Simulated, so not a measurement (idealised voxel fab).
process module | voxel trench capacitor
cross-section cut | 225 nm wide | cells 5 nm
A cross-section is a grid of square cells, given in bands from the top down. A band is one or more rows of cells.
Each band's line starts with the height of the band's top and of its bottom, in nm. Then come its materials from left to right, each with its width in nm. One material with "throughout" fills the band from edge to edge. "air" is empty space.
Height 0 is the level under which the wafer as received is all one material. The lowest band goes on downwards, as in "0 down".
A width such as "30 to 40" changes by the same amount from each row of cells to the next, from the band's top row to its bottom row.
"no change" after a step means that no cell of the cross-section changed.
closed voids: empty space of 8 cells or more with no open way to the top, each as width x height at its distance from the left edge, in nm
after a step's settings: what the simulator itself notes on the step
overlay nm, on a step with a mask: how far to the right of its planned place the mask lay; to the left if negative
plan
1 op RECEIVE | material Si
2 op CONFORMAL_DEP | material SiN | thk nm 5
3 op PATTERN | tone open | mask id TRENCH | material resist | width nm 25 | pitch nm 50 | thk nm 20 | overlay nm 0
4 op DIRECTIONAL_ETCH | etch materials SiN | depth nm 5
5 op DIRECTIONAL_ETCH | etch materials Si | depth nm 35
6 op STRIP | etch materials resist
7 op CONFORMAL_DEP | material Al2O3 | thk nm 5
8 op FILL_DEP | material polySi | thk nm 5
9 op CMP | height nm 5
first wafer, as planned
as received, after step 1
  0 down: Si throughout
  closed voids: none
after step 2
  5 to 0: SiN throughout
  below 0: unchanged
after step 3
  25 to 5: resist 50 | air 25 | resist 25 | air 25 | resist 25 | air 25 | resist 50
  below 5: unchanged
after step 4
  25 to 5: resist 50 | air 25 | resist 25 | air 25 | resist 25 | air 25 | resist 50
  5 to 0: SiN 50 | air 25 | SiN 25 | air 25 | SiN 25 | air 25 | SiN 50
  below 0: unchanged
after step 5
  25 to 5: resist 50 | air 25 | resist 25 | air 25 | resist 25 | air 25 | resist 50
  5 to 0: SiN 50 | air 25 | SiN 25 | air 25 | SiN 25 | air 25 | SiN 50
  0 to -35: Si 50 | air 25 | Si 25 | air 25 | Si 25 | air 25 | Si 50
  below -35: unchanged
after step 6
  5 to 0: SiN 50 | air 25 | SiN 25 | air 25 | SiN 25 | air 25 | SiN 50
  below 0: unchanged
after step 7
  10 to 5: Al2O3 55 | air 15 | Al2O3 35 | air 15 | Al2O3 35 | air 15 | Al2O3 55
  5 to 0: SiN 50 | Al2O3 5 | air 15 | Al2O3 5 | SiN 25 | Al2O3 5 | air 15 | Al2O3 5 | SiN 25 | Al2O3 5 | air 15 | Al2O3 5 | SiN 50
  0 to -30: Si 50 | Al2O3 5 | air 15 | Al2O3 5 | Si 25 | Al2O3 5 | air 15 | Al2O3 5 | Si 25 | Al2O3 5 | air 15 | Al2O3 5 | Si 50
  -30 to -35: Si 50 | Al2O3 25 | Si 25 | Al2O3 25 | Si 25 | Al2O3 25 | Si 50
  below -35: unchanged
after step 8
  15 to 10: polySi throughout
  10 to 5: Al2O3 55 | polySi 15 | Al2O3 35 | polySi 15 | Al2O3 35 | polySi 15 | Al2O3 55
  5 to 0: SiN 50 | Al2O3 5 | polySi 15 | Al2O3 5 | SiN 25 | Al2O3 5 | polySi 15 | Al2O3 5 | SiN 25 | Al2O3 5 | polySi 15 | Al2O3 5 | SiN 50
  0 to -30: Si 50 | Al2O3 5 | polySi 15 | Al2O3 5 | Si 25 | Al2O3 5 | polySi 15 | Al2O3 5 | Si 25 | Al2O3 5 | polySi 15 | Al2O3 5 | Si 50
  below -30: unchanged
after step 9
  5 to 0: SiN 50 | Al2O3 5 | polySi 15 | Al2O3 5 | SiN 25 | Al2O3 5 | polySi 15 | Al2O3 5 | SiN 25 | Al2O3 5 | polySi 15 | Al2O3 5 | SiN 50
  below 0: unchanged
second wafer: like start, like plan, one mistake. Through step 4 it matches the first wafer
when step 5 should have ended
  25 to 5: resist 50 | air 25 | resist 25 | air 25 | resist 25 | air 25 | resist 50
  5 to 0: SiN 50 | air 25 | SiN 25 | air 25 | SiN 25 | air 25 | SiN 50
  0 to -40: Si 50 | air 25 | Si 25 | air 25 | Si 25 | air 25 | Si 50
  below -40: unchanged
when step 6 should have ended
  5 to 0: SiN 50 | air 25 | SiN 25 | air 25 | SiN 25 | air 25 | SiN 50
  below 0: unchanged
when step 7 should have ended
  10 to 5: Al2O3 55 | air 15 | Al2O3 35 | air 15 | Al2O3 35 | air 15 | Al2O3 55
  5 to 0: SiN 50 | Al2O3 5 | air 15 | Al2O3 5 | SiN 25 | Al2O3 5 | air 15 | Al2O3 5 | SiN 25 | Al2O3 5 | air 15 | Al2O3 5 | SiN 50
  0 to -35: Si 50 | Al2O3 5 | air 15 | Al2O3 5 | Si 25 | Al2O3 5 | air 15 | Al2O3 5 | Si 25 | Al2O3 5 | air 15 | Al2O3 5 | Si 50
  -35 to -40: Si 50 | Al2O3 25 | Si 25 | Al2O3 25 | Si 25 | Al2O3 25 | Si 50
  below -40: unchanged
when step 8 should have ended
  15 to 10: polySi throughout
  10 to 5: Al2O3 55 | polySi 15 | Al2O3 35 | polySi 15 | Al2O3 35 | polySi 15 | Al2O3 55
  5 to 0: SiN 50 | Al2O3 5 | polySi 15 | Al2O3 5 | SiN 25 | Al2O3 5 | polySi 15 | Al2O3 5 | SiN 25 | Al2O3 5 | polySi 15 | Al2O3 5 | SiN 50
  0 to -35: Si 50 | Al2O3 5 | polySi 15 | Al2O3 5 | Si 25 | Al2O3 5 | polySi 15 | Al2O3 5 | Si 25 | Al2O3 5 | polySi 15 | Al2O3 5 | Si 50
  below -35: unchanged
when step 9 should have ended
  5 to 0: SiN 50 | Al2O3 5 | polySi 15 | Al2O3 5 | SiN 25 | Al2O3 5 | polySi 15 | Al2O3 5 | SiN 25 | Al2O3 5 | polySi 15 | Al2O3 5 | SiN 50
  below 0: unchanged
what went wrong: step 5 ran as: op DIRECTIONAL_ETCH | etch materials Si | depth nm 40
at the end the second wafer has, in cells: 6 more of Al2O3 | 15 fewer of Si | 9 more of polySi
